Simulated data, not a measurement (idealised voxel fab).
process module | voxel transistor to metal
The cross-section on display is named cut; it measures 215 nm wide, and its cells are 5 nm squares.
Just so we're on the same page, the cross-sections are grids of square cells, and they're listed out in bands top to bottom, each band one or more rows deep.
Band: top and bottom heights (nm) first, top before bottom; then materials from left to right, widths in nm. "everywhere" marks a sole material filling the band edge to edge. "air" denotes empty space.
Where do heights start? At 0: under that level the wafer as delivered is made of one material only. And the lowest band has no floor; it just carries on downward, as in "0 and below".
Graded width ("30 to 40"): value in top row of band = first number; value in bottom row = second number; row-to-row change constant.
Take "left unchanged" at face value: in the step it is given for, the cross-section changed in none of its cells.
Entry "Closed void register". Content: empty spaces with no open connection to the top, size 8 cells or greater. Each: width x height at distance. Distance: from left edge. Unit: nm.
Post-settings text on a step line: simulator's own remark regarding the step.
overlay nm: on a step with a mask, how far right of its planned place the mask lay; negative means left.

Process steps foreseen in the plan
step 1: RECEIVE: material Si
step 2: CONFORMAL_DEP: material SiO2, thk nm 5
step 3: CONFORMAL_DEP: material SiN, thk nm 10
step 4: MASKED_ETCH: tone cover, mask id ACTIVE, width nm 105, etch materials SiN, depth nm 10, overlay nm 0
step 5: MASKED_ETCH: tone cover, mask id ACTIVE, width nm 105, etch materials SiO2, depth nm 5, overlay nm 0
step 6: MASKED_ETCH: tone cover, mask id ACTIVE, width nm 105, etch materials Si, depth nm 20, overlay nm 0
step 7: FILL_DEP: material SiO2, thk nm 10
step 8: CMP: height nm 15
step 9: SELECTIVE_ETCH: etch materials SiO2, depth nm 10
step 10: STRIP: etch materials SiN
step 11: SELECTIVE_ETCH: etch materials SiO2, depth nm 5
step 12: OXIDIZE: depth nm 5
step 13: DIRECTIONAL_DEP: material polySi, thk nm 30
step 14: DIRECTIONAL_DEP: material SiCN, thk nm 10
step 15: PATTERN: tone cover, mask id GATE, material resist, width nm 25, thk nm 20, overlay nm 0
step 16: DIRECTIONAL_ETCH: etch materials SiCN, depth nm 20
step 17: DIRECTIONAL_ETCH: etch materials polySi, depth nm 40
step 18: STRIP: etch materials resist
step 19: CONFORMAL_DEP: material SiN, thk nm 5
step 20: DIRECTIONAL_ETCH: etch materials SiN, depth nm 5
step 21: DIRECTIONAL_ETCH: etch materials SiO2, depth nm 5
step 22: EPI: material pSi, thk nm 5
step 23: FILL_DEP: material SiO2, thk nm 10
step 24: CMP: height nm 30
step 25: STRIP: etch materials polySi
step 26: SELECTIVE_ETCH: etch materials SiO2, depth nm 5
step 27: CONFORMAL_DEP: material HfO2, thk nm 5
step 28: CONFORMAL_DEP: material TiN, thk nm 5
step 29: FILL_DEP: material W, thk nm 5
step 30: CMP: height nm 25
step 31: DIRECTIONAL_DEP: material SiO2, thk nm 15
step 32: PATTERN: tone open, mask id CONTACT, material resist, width nm 15, pitch nm 70, thk nm 15, overlay nm 0
step 33: DIRECTIONAL_ETCH: etch materials SiO2, depth nm 40
step 34: STRIP: etch materials resist
step 35: CONFORMAL_DEP: material TiN, thk nm 5
step 36: FILL_DEP: material Ru, thk nm 5
step 37: CMP: height nm 40
step 38: DIRECTIONAL_DEP: material TiN, thk nm 5
step 39: DIRECTIONAL_DEP: material W, thk nm 15
step 40: DIRECTIONAL_DEP: material aC, thk nm 15
step 41: PATTERN: tone cover, mask id METAL_1, material resist, width nm 15, pitch nm 70, thk nm 35, overlay nm 0
step 42: DIRECTIONAL_ETCH: etch materials aC, depth nm 15
step 43: STRIP: etch materials resist
step 44: DIRECTIONAL_ETCH: etch materials W, depth nm 15
step 45: DIRECTIONAL_ETCH: etch materials TiN, depth nm 5
step 46: STRIP: etch materials aC
step 47: CONFORMAL_DEP: material SiCN, thk nm 5
step 48: FILL_DEP: material lowk, thk nm 5
step 49: CMP: height nm 60
step 50: CONFORMAL_DEP: material SiN, thk nm 5

The cross-section here shows the wafer as received, i.e. in its state after step 1
> 0 and below | Si everywhere
> Closed void register: none

First wafer of two, sectioned at end of module; run went per plan
> 65 down to 60 | SiN everywhere
> 60 down to 45 | 60 of lowk / 5 of SiCN / 15 of W / 5 of SiCN / 45 of lowk / 5 of SiCN / 15 of W / 5 of SiCN / 60 of lowk
> 45 down to 40 | 65 of SiCN / 15 of TiN / 55 of SiCN / 15 of TiN / 65 of SiCN
> 40 down to 25 | 65 of SiO2 / 5 of TiN / 5 of Ru / 5 of TiN / 55 of SiO2 / 5 of TiN / 5 of Ru / 5 of TiN / 65 of SiO2
> 25 down to 5 | 65 of SiO2 / 5 of TiN / 5 of Ru / 5 of TiN / 10 of SiO2 / 5 of SiN / 5 of HfO2 / 5 of TiN / 5 of W / 5 of TiN / 5 of HfO2 / 5 of SiN / 10 of SiO2 / 5 of TiN / 5 of Ru / 5 of TiN / 65 of SiO2
> 5 down to 0 | 65 of SiO2 / 15 of TiN / 10 of SiO2 / 5 of SiN / 5 of HfO2 / 15 of TiN / 5 of HfO2 / 5 of SiN / 10 of SiO2 / 15 of TiN / 65 of SiO2
> 0 down to -5 | 50 of SiO2 / 40 of pSi / 35 of HfO2 / 40 of pSi / 50 of SiO2
> -5 down to -20 | 55 of SiO2 / 105 of Si / 55 of SiO2
> -20 and below | Si everywhere
> Closed void register: none

Wafer two cross-section, module end. Start and plan unchanged from wafer one; one mistake made during the run
> 65 down to 60 | SiN everywhere
> 60 down to 45 | 60 of lowk / 5 of SiCN / 15 of W / 5 of SiCN / 45 of lowk / 5 of SiCN / 15 of W / 5 of SiCN / 60 of lowk
> 45 down to 40 | 65 of SiCN / 15 of TiN / 55 of SiCN / 15 of TiN / 65 of SiCN
> 40 down to 25 | 65 of SiO2 / 5 of TiN / 5 of Ru / 5 of TiN / 55 of SiO2 / 5 of TiN / 5 of Ru / 5 of TiN / 65 of SiO2
> 25 down to 5 | 65 of SiO2 / 5 of TiN / 5 of Ru / 5 of TiN / 20 of SiO2 / 5 of SiN / 5 of HfO2 / 5 of TiN / 5 of W / 5 of TiN / 5 of HfO2 / 5 of SiN / 5 of TiN / 5 of Ru / 5 of TiN / 65 of SiO2
> 5 down to 0 | 65 of SiO2 / 15 of TiN / 20 of SiO2 / 5 of SiN / 5 of HfO2 / 15 of TiN / 5 of HfO2 / 5 of SiN / 15 of TiN / 65 of SiO2
> 0 down to -5 | 50 of SiO2 / 50 of pSi / 35 of HfO2 / 30 of pSi / 50 of SiO2
> -5 down to -20 | 55 of SiO2 / 105 of Si / 55 of SiO2
> -20 and below | Si everywhere
> Closed void register: none
The mistake made against the process plan was this: step 15 deviated from plan and actually ran as PATTERN: tone cover, mask id GATE, material resist, width nm 25, thk nm 20, overlay nm 10
Tallied in cells, the final second wafer holds each material in the same quantity as the first, although not at the same places.
